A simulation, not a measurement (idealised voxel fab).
process module | voxel gate over fins
cross-section cut | 290 nm wide | cells 5 nm
A cross-section is a grid of square cells, given in bands from the top down. A band is one or more rows of cells.
Each band's line starts with the height of the band's top and of its bottom, in nm. Then come its materials from left to right, each with its width in nm. One material with "throughout" fills the band from edge to edge. "air" is empty space.
Height 0 is the level under which the wafer as received is all one material. The lowest band goes on downwards, as in "0 down".
A width such as "30 to 40" changes by the same amount from each row of cells to the next, from the band's top row to its bottom row.
"no change" after a step means that no cell of the cross-section changed.
closed voids: empty space of 8 cells or more with no open way to the top, each as width x height at its distance from the left edge, in nm
after a step's settings: what the simulator itself notes on the step
overlay nm, on a step with a mask: how far to the right of its planned place the mask lay; to the left if negative
plan
1 op RECEIVE | material Si
2 op CONFORMAL_DEP | material SiN | thk nm 5
3 op PATTERN | tone cover | mask id FINS | material resist | width nm 15 | pitch nm 40 | thk nm 15 | overlay nm 0
4 op DIRECTIONAL_ETCH | etch materials SiN | depth nm 5
5 op DIRECTIONAL_ETCH | etch materials Si | depth nm 35
6 op STRIP | etch materials resist
7 op OXIDIZE | depth nm 5
8 op FILL_DEP | material SiO2 | thk nm 5
9 op CMP | height nm 5
10 op SELECTIVE_ETCH | etch materials SiO2 | depth nm 20
11 op STRIP | etch materials SiN
12 op CONFORMAL_DEP | material HfO2 | thk nm 5
13 op CONFORMAL_DEP | material TiN | thk nm 5
14 op FILL_DEP | material W | thk nm 15
15 op CMP | height nm 20
16 op CONFORMAL_DEP | material SiN | thk nm 10
first wafer, as planned
as received, after step 1
  0 down: Si throughout
  closed voids: none
after step 2
  5 to 0: SiN throughout
  below 0: unchanged
after step 3
  20 to 5: air 75 | resist 15 | air 25 | resist 15 | air 25 | resist 15 | air 25 | resist 15 | air 80
  below 5: unchanged
after step 4
  20 to 5: air 75 | resist 15 | air 25 | resist 15 | air 25 | resist 15 | air 25 | resist 15 | air 80
  5 to 0: air 75 | SiN 15 | air 25 | SiN 15 | air 25 | SiN 15 | air 25 | SiN 15 | air 80
  below 0: unchanged
after step 5
  20 to 5: air 75 | resist 15 | air 25 | resist 15 | air 25 | resist 15 | air 25 | resist 15 | air 80
  5 to 0: air 75 | SiN 15 | air 25 | SiN 15 | air 25 | SiN 15 | air 25 | SiN 15 | air 80
  0 to -35: air 75 | Si 15 | air 25 | Si 15 | air 25 | Si 15 | air 25 | Si 15 | air 80
  below -35: unchanged
after step 6
  5 to 0: air 75 | SiN 15 | air 25 | SiN 15 | air 25 | SiN 15 | air 25 | SiN 15 | air 80
  below 0: unchanged
after step 7
  5 to 0: air 75 | SiN 15 | air 25 | SiN 15 | air 25 | SiN 15 | air 25 | SiN 15 | air 80
  0 to -35: air 75 | SiO2 5 | Si 5 | SiO2 5 | air 25 | SiO2 5 | Si 5 | SiO2 5 | air 25 | SiO2 5 | Si 5 | SiO2 5 | air 25 | SiO2 5 | Si 5 | SiO2 5 | air 80
  -35 to -40: SiO2 80 | Si 5 | SiO2 35 | Si 5 | SiO2 35 | Si 5 | SiO2 35 | Si 5 | SiO2 85
  below -40: unchanged
after step 8
  10 to 5: SiO2 throughout
  5 to 0: SiO2 75 | SiN 15 | SiO2 25 | SiN 15 | SiO2 25 | SiN 15 | SiO2 25 | SiN 15 | SiO2 80
  0 to -40: SiO2 80 | Si 5 | SiO2 35 | Si 5 | SiO2 35 | Si 5 | SiO2 35 | Si 5 | SiO2 85
  below -40: unchanged
after step 9
  5 to 0: SiO2 75 | SiN 15 | SiO2 25 | SiN 15 | SiO2 25 | SiN 15 | SiO2 25 | SiN 15 | SiO2 80
  below 0: unchanged
after step 10
  5 to 0: air 75 | SiN 15 | air 25 | SiN 15 | air 25 | SiN 15 | air 25 | SiN 15 | air 80
  0 to -15: air 80 | Si 5 | air 35 | Si 5 | air 35 | Si 5 | air 35 | Si 5 | air 85
  below -15: unchanged
after step 11
  0 to -15: air 80 | Si 5 | air 35 | Si 5 | air 35 | Si 5 | air 35 | Si 5 | air 85
  below -15: unchanged
after step 12
  5 to 0: air 75 | HfO2 15 | air 25 | HfO2 15 | air 25 | HfO2 15 | air 25 | HfO2 15 | air 80
  0 to -10: air 75 | HfO2 5 | Si 5 | HfO2 5 | air 25 | HfO2 5 | Si 5 | HfO2 5 | air 25 | HfO2 5 | Si 5 | HfO2 5 | air 25 | HfO2 5 | Si 5 | HfO2 5 | air 80
  -10 to -15: HfO2 80 | Si 5 | HfO2 35 | Si 5 | HfO2 35 | Si 5 | HfO2 35 | Si 5 | HfO2 85
  below -15: unchanged
after step 13
  10 to 5: air 70 | TiN 25 | air 15 | TiN 25 | air 15 | TiN 25 | air 15 | TiN 25 | air 75
  5 to 0: air 70 | TiN 5 | HfO2 15 | TiN 5 | air 15 | TiN 5 | HfO2 15 | TiN 5 | air 15 | TiN 5 | HfO2 15 | TiN 5 | air 15 | TiN 5 | HfO2 15 | TiN 5 | air 75
  0 to -5: air 70 | TiN 5 | HfO2 5 | Si 5 | HfO2 5 | TiN 5 | air 15 | TiN 5 | HfO2 5 | Si 5 | HfO2 5 | TiN 5 | air 15 | TiN 5 | HfO2 5 | Si 5 | HfO2 5 | TiN 5 | air 15 | TiN 5 | HfO2 5 | Si 5 | HfO2 5 | TiN 5 | air 75
  -5 to -10: TiN 75 | HfO2 5 | Si 5 | HfO2 5 | TiN 25 | HfO2 5 | Si 5 | HfO2 5 | TiN 25 | HfO2 5 | Si 5 | HfO2 5 | TiN 25 | HfO2 5 | Si 5 | HfO2 5 | TiN 80
  below -10: unchanged
after step 14
  25 to 10: W throughout
  10 to 5: W 70 | TiN 25 | W 15 | TiN 25 | W 15 | TiN 25 | W 15 | TiN 25 | W 75
  5 to 0: W 70 | TiN 5 | HfO2 15 | TiN 5 | W 15 | TiN 5 | HfO2 15 | TiN 5 | W 15 | TiN 5 | HfO2 15 | TiN 5 | W 15 | TiN 5 | HfO2 15 | TiN 5 | W 75
  0 to -5: W 70 | TiN 5 | HfO2 5 | Si 5 | HfO2 5 | TiN 5 | W 15 | TiN 5 | HfO2 5 | Si 5 | HfO2 5 | TiN 5 | W 15 | TiN 5 | HfO2 5 | Si 5 | HfO2 5 | TiN 5 | W 15 | TiN 5 | HfO2 5 | Si 5 | HfO2 5 | TiN 5 | W 75
  below -5: unchanged
after step 15
  20 to 10: W throughout
  below 10: unchanged
after step 16
  30 to 20: SiN throughout
  below 20: unchanged
second wafer: like start, like plan, one mistake. Through step 7 it matches the first wafer
when step 8 should have ended
  10 to 5: HfO2 throughout
  5 to 0: HfO2 75 | SiN 15 | HfO2 25 | SiN 15 | HfO2 25 | SiN 15 | HfO2 25 | SiN 15 | HfO2 80
  0 to -35: HfO2 75 | SiO2 5 | Si 5 | SiO2 5 | HfO2 25 | SiO2 5 | Si 5 | SiO2 5 | HfO2 25 | SiO2 5 | Si 5 | SiO2 5 | HfO2 25 | SiO2 5 | Si 5 | SiO2 5 | HfO2 80
  below -35: unchanged
when step 9 should have ended
  5 to 0: HfO2 75 | SiN 15 | HfO2 25 | SiN 15 | HfO2 25 | SiN 15 | HfO2 25 | SiN 15 | HfO2 80
  below 0: unchanged
when step 10 should have ended: no change
when step 11 should have ended
  5 to 0: HfO2 75 | air 15 | HfO2 25 | air 15 | HfO2 25 | air 15 | HfO2 25 | air 15 | HfO2 80
  below 0: unchanged
when step 12 should have ended
  10 to 5: HfO2 80 | air 5 | HfO2 35 | air 5 | HfO2 35 | air 5 | HfO2 35 | air 5 | HfO2 85
  5 to 0: HfO2 throughout
  below 0: unchanged
when step 13 should have ended
  15 to 10: TiN throughout
  10 to 5: HfO2 80 | TiN 5 | HfO2 35 | TiN 5 | HfO2 35 | TiN 5 | HfO2 35 | TiN 5 | HfO2 85
  below 5: unchanged
when step 14 should have ended
  30 to 15: W throughout
  below 15: unchanged
when step 15 should have ended
  20 to 15: W throughout
  below 15: unchanged
when step 16 should have ended
  30 to 20: SiN throughout
  below 20: unchanged
what went wrong: step 8 ran as: op FILL_DEP | material HfO2 | thk nm 5
at the end the second wafer has, in cells: 352 more of HfO2 | 160 fewer of SiO2 | 20 fewer of TiN | 172 fewer of W
